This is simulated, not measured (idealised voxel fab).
The process module presented herein is designated voxel gate over fins.
Pictured: cross-section cut, 265 nm wide, on a grid of 5 nm square cells.
Just so we're on the same page, the cross-sections are grids of square cells, and they're listed out in bands top to bottom, each band one or more rows deep.
Band: top and bottom heights (nm) first, top before bottom; then materials from left to right, widths in nm. "everywhere" marks a sole material filling the band edge to edge. "air" denotes empty space.
Basically, 0 is our baseline, since under it the wafer straight out of the box is all one material. The bottom band has no lower end and keeps on going down, so it looks like "0..down".
The width entry "30 to 40" should be interpreted row by row: the top row of cells in the band takes the first number, the bottom row takes the second number, and the change between adjacent rows is uniform throughout.
"nothing altered", as given for a step, is the statement that not any cell of the cross-section underwent a change during that step.
Entry "Entrapped voids". Content: empty spaces with no open connection to the top, size 8 cells or greater. Each: width x height at distance. Distance: from left edge. Unit: nm.
Whatever follows a step's settings on its line is a remark the simulator itself makes about that step.
Each step line may optionally specify "overlay nm", which for a step with a mask gives the rightward distance between the mask's planned place and where it lay, a negative value indicating the leftward direction.

The process steps that were planned are listed below
1 RECEIVE, material Si
2 CONFORMAL_DEP, material SiN, thk nm 10
3 DIRECTIONAL_DEP, material aC, thk nm 10
4 PATTERN, tone cover, mask id FINS, material resist, width nm 15, pitch nm 50, thk nm 25, overlay nm 0
5 DIRECTIONAL_ETCH, etch materials aC, depth nm 10
6 STRIP, etch materials resist
7 DIRECTIONAL_ETCH, etch materials SiN, depth nm 10
8 DIRECTIONAL_ETCH, etch materials Si, depth nm 30
9 STRIP, etch materials aC
10 FILL_DEP, material SiO2, thk nm 15
11 CMP, height nm 10
12 PATTERN, tone open, mask id RAIL, material resist, width nm 15, thk nm 20, overlay nm 0
13 DIRECTIONAL_ETCH, etch materials SiO2, depth nm 35
14 STRIP, etch materials resist
15 CONFORMAL_DEP, material TiN, thk nm 5
16 FILL_DEP, material Ru, thk nm 5
17 CMP, height nm 10
18 SELECTIVE_ETCH, etch materials W Ru TiN, depth nm 25
19 FILL_DEP, material SiO2, thk nm 5
20 CMP, height nm 10
21 SELECTIVE_ETCH, etch materials SiO2, depth nm 20
22 STRIP, etch materials SiN
23 CONFORMAL_DEP, material HfO2, thk nm 5
24 CONFORMAL_DEP, material TiN, thk nm 5
25 CONFORMAL_DEP, material TiAl, thk nm 5
26 CONFORMAL_DEP, material TiN, thk nm 5
27 FILL_DEP, material W, thk nm 10
28 CMP, height nm 25
29 CONFORMAL_DEP, material SiN, thk nm 5

Step 1 complete: cross-section of the wafer as received
  0..down = Si everywhere
  Entrapped voids: none

The module was run from the start shown above using the plan shown above, but one mistake was made doing it; the resulting wafer cross-section is below
  30..25 = SiN everywhere
  25..20 = W everywhere
  20..15 = 55 nm W, then 155 nm TiN, then 55 nm W
  15..10 = 55 nm W, then 5 nm TiN, then 45 nm TiAl, then 5 nm TiN, then 45 nm TiAl, then 5 nm TiN, then 45 nm TiAl, then 5 nm TiN, then 55 nm W
  10..5 = 60 nm TiN, then 5 nm TiAl, then 35 nm TiN, then 5 nm TiAl, then 5 nm TiN, then 5 nm TiAl, then 35 nm TiN, then 5 nm TiAl, then 5 nm TiN, then 5 nm TiAl, then 35 nm TiN, then 5 nm TiAl, then 60 nm TiN
  5..0 = 65 nm TiAl, then 5 nm TiN, then 25 nm HfO2, then 5 nm TiN, then 15 nm TiAl, then 5 nm TiN, then 25 nm HfO2, then 5 nm TiN, then 15 nm TiAl, then 5 nm TiN, then 25 nm HfO2, then 5 nm TiN, then 65 nm TiAl
  0..-5 = 70 nm TiN, then 5 nm HfO2, then 15 nm Si, then 5 nm HfO2, then 25 nm TiN, then 5 nm HfO2, then 15 nm Si, then 5 nm HfO2, then 25 nm TiN, then 5 nm HfO2, then 15 nm Si, then 5 nm HfO2, then 70 nm TiN
  -5..-10 = 75 nm HfO2, then 15 nm Si, then 35 nm HfO2, then 15 nm Si, then 35 nm HfO2, then 15 nm Si, then 75 nm HfO2
  -10..-15 = 75 nm SiO2, then 15 nm Si, then 35 nm SiO2, then 15 nm Si, then 35 nm SiO2, then 15 nm Si, then 75 nm SiO2
  -15..-20 = 75 nm SiO2, then 15 nm Si, then 10 nm SiO2, then 5 nm TiN, then 10 nm Ru, then 5 nm TiN, then 5 nm SiO2, then 15 nm Si, then 35 nm SiO2, then 15 nm Si, then 75 nm SiO2
  -20..-25 = 75 nm SiO2, then 15 nm Si, then 10 nm SiO2, then 20 nm TiN, then 5 nm SiO2, then 15 nm Si, then 35 nm SiO2, then 15 nm Si, then 75 nm SiO2
  -25..-30 = 75 nm SiO2, then 15 nm Si, then 35 nm SiO2, then 15 nm Si, then 35 nm SiO2, then 15 nm Si, then 75 nm SiO2
  -30..down = Si everywhere
  Entrapped voids: none
Here's what went sideways: step 12: run off-plan, actual operation and settings PATTERN, tone open, mask id RAIL, material resist, width nm 20, thk nm 20, overlay nm 0
